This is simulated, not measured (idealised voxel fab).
process module | voxel transistor to metal
cross-section cut | 290 nm wide | cells 5 nm
A cross-section is a grid of square cells, given in bands from the top down. A band is one or more rows of cells.
Each band's line starts with the height of the band's top and of its bottom, in nm. Then come its materials from left to right, each with its width in nm. One material with "throughout" fills the band from edge to edge. "air" is empty space.
Height 0 is the level under which the wafer as received is all one material. The lowest band goes on downwards, as in "0 down".
A width such as "30 to 40" changes by the same amount from each row of cells to the next, from the band's top row to its bottom row.
"no change" after a step means that no cell of the cross-section changed.
closed voids: empty space of 8 cells or more with no open way to the top, each as width x height at its distance from the left edge, in nm
after a step's settings: what the simulator itself notes on the step
overlay nm, on a step with a mask: how far to the right of its planned place the mask lay; to the left if negative
plan
1 op RECEIVE | material Si
2 op OXIDIZE | depth nm 5
3 op CONFORMAL_DEP | material SiN | thk nm 10
4 op PATTERN | tone cover | mask id ACTIVE | material resist | width nm 115 | pitch nm 140 | thk nm 15 | overlay nm 0
5 op DIRECTIONAL_ETCH | etch materials SiN | depth nm 10
6 op DIRECTIONAL_ETCH | etch materials SiO2 | depth nm 5
7 op DIRECTIONAL_ETCH | etch materials Si | depth nm 35
8 op STRIP | etch materials resist
9 op FILL_DEP | material SiO2 | thk nm 10
10 op CMP | height nm 10
11 op SELECTIVE_ETCH | etch materials SiO2 | depth nm 10
12 op STRIP | etch materials SiN
13 op SELECTIVE_ETCH | etch materials SiO2 | depth nm 5
14 op OXIDIZE | depth nm 5
15 op DIRECTIONAL_DEP | material polySi | thk nm 20
16 op DIRECTIONAL_DEP | material SiCN | thk nm 15
17 op PATTERN | tone cover | mask id GATE | material resist | width nm 25 | pitch nm 140 | thk nm 15 | overlay nm 0
18 op DIRECTIONAL_ETCH | etch materials SiCN | depth nm 25
19 op DIRECTIONAL_ETCH | etch materials polySi | depth nm 30
20 op STRIP | etch materials resist
21 op CONFORMAL_DEP | material SiN | thk nm 5
22 op DIRECTIONAL_ETCH | etch materials SiN | depth nm 5
23 op DIRECTIONAL_ETCH | etch materials SiO2 | depth nm 5
24 op DIRECTIONAL_ETCH | etch materials Si | depth nm 15
25 op EPI | material nSi | thk nm 20
26 op FILL_DEP | material SiO2 | thk nm 10
27 op CMP | height nm 15
28 op STRIP | etch materials polySi
29 op SELECTIVE_ETCH | etch materials SiO2 | depth nm 5
30 op CONFORMAL_DEP | material HfO2 | thk nm 5
31 op CONFORMAL_DEP | material TiN | thk nm 5
32 op FILL_DEP | material W | thk nm 10
33 op CMP | height nm 10
34 op DIRECTIONAL_DEP | material SiO2 | thk nm 15
35 op MASKED_ETCH | tone open | mask id CONTACT | width nm 15 | etch materials SiO2 | depth nm 30 | overlay nm 0
36 op CONFORMAL_DEP | material TiN | thk nm 5
37 op FILL_DEP | material Ru | thk nm 5
38 op CMP | height nm 25
39 op CONFORMAL_DEP | material SiN | thk nm 5
40 op DIRECTIONAL_DEP | material SiO2 | thk nm 20
41 op DIRECTIONAL_DEP | material aC | thk nm 10
42 op PATTERN | tone open | mask id METAL_1 | material resist | width nm 15 | thk nm 30 | overlay nm 0
43 op DIRECTIONAL_ETCH | etch materials aC | depth nm 10
44 op STRIP | etch materials resist
45 op DIRECTIONAL_ETCH | etch materials SiO2 | depth nm 20
46 op DIRECTIONAL_ETCH | etch materials SiN | depth nm 5
47 op STRIP | etch materials aC
48 op CONFORMAL_DEP | material TiN | thk nm 5
49 op FILL_DEP | material Cu | thk nm 5
50 op CMP | height nm 50
51 op EPI | material Ru | thk nm 5
52 op FILL_DEP | material SiCN | thk nm 5
as received, after step 1
  0 down: Si throughout
  closed voids: none
first wafer at the end, as planned
  60 to 55: SiCN throughout
  55 to 50: SiCN 20 | Ru 25 | SiCN 55 | Ru 25 | SiCN 35 | Ru 25 | SiCN 55 | Ru 25 | SiCN 25
  50 to 30: SiO2 25 | TiN 5 | Cu 5 | TiN 5 | SiO2 65 | TiN 5 | Cu 5 | TiN 5 | SiO2 45 | TiN 5 | Cu 5 | TiN 5 | SiO2 65 | TiN 5 | Cu 5 | TiN 5 | SiO2 30
  30 to 25: SiN 25 | TiN 15 | SiN 65 | TiN 15 | SiN 45 | TiN 15 | SiN 65 | TiN 15 | SiN 30
  25 to 15: SiO2 25 | TiN 5 | Ru 5 | TiN 5 | SiO2 65 | TiN 5 | Ru 5 | TiN 5 | SiO2 45 | TiN 5 | Ru 5 | TiN 5 | SiO2 65 | TiN 5 | Ru 5 | TiN 5 | SiO2 30
  15 to 10: SiO2 25 | TiN 15 | SiO2 65 | TiN 15 | SiO2 45 | TiN 15 | SiO2 65 | TiN 15 | SiO2 30
  10 to 0: SiO2 25 | TiN 10 | nSi 20 | SiN 5 | HfO2 5 | TiN 5 | W 5 | TiN 5 | HfO2 5 | SiN 5 | nSi 20 | TiN 10 | SiO2 45 | TiN 10 | nSi 20 | SiN 5 | HfO2 5 | TiN 5 | W 5 | TiN 5 | HfO2 5 | SiN 5 | nSi 20 | TiN 10 | SiO2 30
  0 to -5: SiO2 25 | TiN 10 | nSi 20 | SiN 5 | HfO2 5 | TiN 15 | HfO2 5 | SiN 5 | nSi 20 | TiN 10 | SiO2 45 | TiN 10 | nSi 20 | SiN 5 | HfO2 5 | TiN 15 | HfO2 5 | SiN 5 | nSi 20 | TiN 10 | SiO2 30
  -5 to -10: SiO2 10 | nSi 45 | HfO2 35 | nSi 45 | SiO2 15 | nSi 45 | HfO2 35 | nSi 45 | SiO2 15
  -10 to -25: SiO2 15 | nSi 40 | Si 35 | nSi 40 | SiO2 25 | nSi 40 | Si 35 | nSi 40 | SiO2 20
  -25 to -40: SiO2 15 | Si 115 | SiO2 25 | Si 115 | SiO2 20
  -40 down: Si throughout
  closed voids: none
second wafer at the end: like start, like plan, one mistake
  60 to 55: SiCN throughout
  55 to 50: SiCN 20 | Ru 25 | SiCN 55 | Ru 25 | SiCN 35 | Ru 25 | SiCN 55 | Ru 25 | SiCN 25
  50 to 30: SiO2 25 | TiN 5 | Cu 5 | TiN 5 | SiO2 65 | TiN 5 | Cu 5 | TiN 5 | SiO2 45 | TiN 5 | Cu 5 | TiN 5 | SiO2 65 | TiN 5 | Cu 5 | TiN 5 | SiO2 30
  30 to 25: SiN 25 | TiN 15 | SiN 65 | TiN 15 | SiN 45 | TiN 15 | SiN 65 | TiN 15 | SiN 30
  25 to 10: SiO2 25 | TiN 5 | Ru 5 | TiN 5 | SiO2 65 | TiN 5 | Ru 5 | TiN 5 | SiO2 45 | TiN 5 | Ru 5 | TiN 5 | SiO2 65 | TiN 5 | Ru 5 | TiN 5 | SiO2 30
  10 to 0: SiO2 25 | TiN 5 | Ru 5 | TiN 5 | SiO2 15 | SiN 5 | HfO2 5 | TiN 5 | W 5 | TiN 5 | HfO2 5 | SiN 5 | SiO2 15 | TiN 5 | Ru 5 | TiN 5 | SiO2 45 | TiN 5 | Ru 5 | TiN 5 | SiO2 15 | SiN 5 | HfO2 5 | TiN 5 | W 5 | TiN 5 | HfO2 5 | SiN 5 | SiO2 15 | TiN 5 | Ru 5 | TiN 5 | SiO2 30
  0 to -5: SiO2 25 | TiN 15 | SiO2 15 | SiN 5 | HfO2 5 | TiN 15 | HfO2 5 | SiN 5 | SiO2 15 | TiN 15 | SiO2 45 | TiN 15 | SiO2 15 | SiN 5 | HfO2 5 | TiN 15 | HfO2 5 | SiN 5 | SiO2 15 | TiN 15 | SiO2 30
  -5 to -10: nSi 20 | SiO2 35 | HfO2 35 | SiO2 35 | nSi 35 | SiO2 35 | HfO2 35 | SiO2 35 | nSi 25
  -10 to -25: nSi 15 | SiO2 115 | nSi 25 | SiO2 115 | nSi 20
  -25 to -40: Si 15 | SiO2 115 | Si 25 | SiO2 115 | Si 20
  -40 down: Si throughout
  closed voids: none
what went wrong: step 4 ran as: op PATTERN | tone open | mask id ACTIVE | material resist | width nm 115 | pitch nm 140 | thk nm 15 | overlay nm 0
at the end the second wafer has, in cells: 12 more of Ru | 144 fewer of Si | 260 more of SiO2 | 128 fewer of nSi
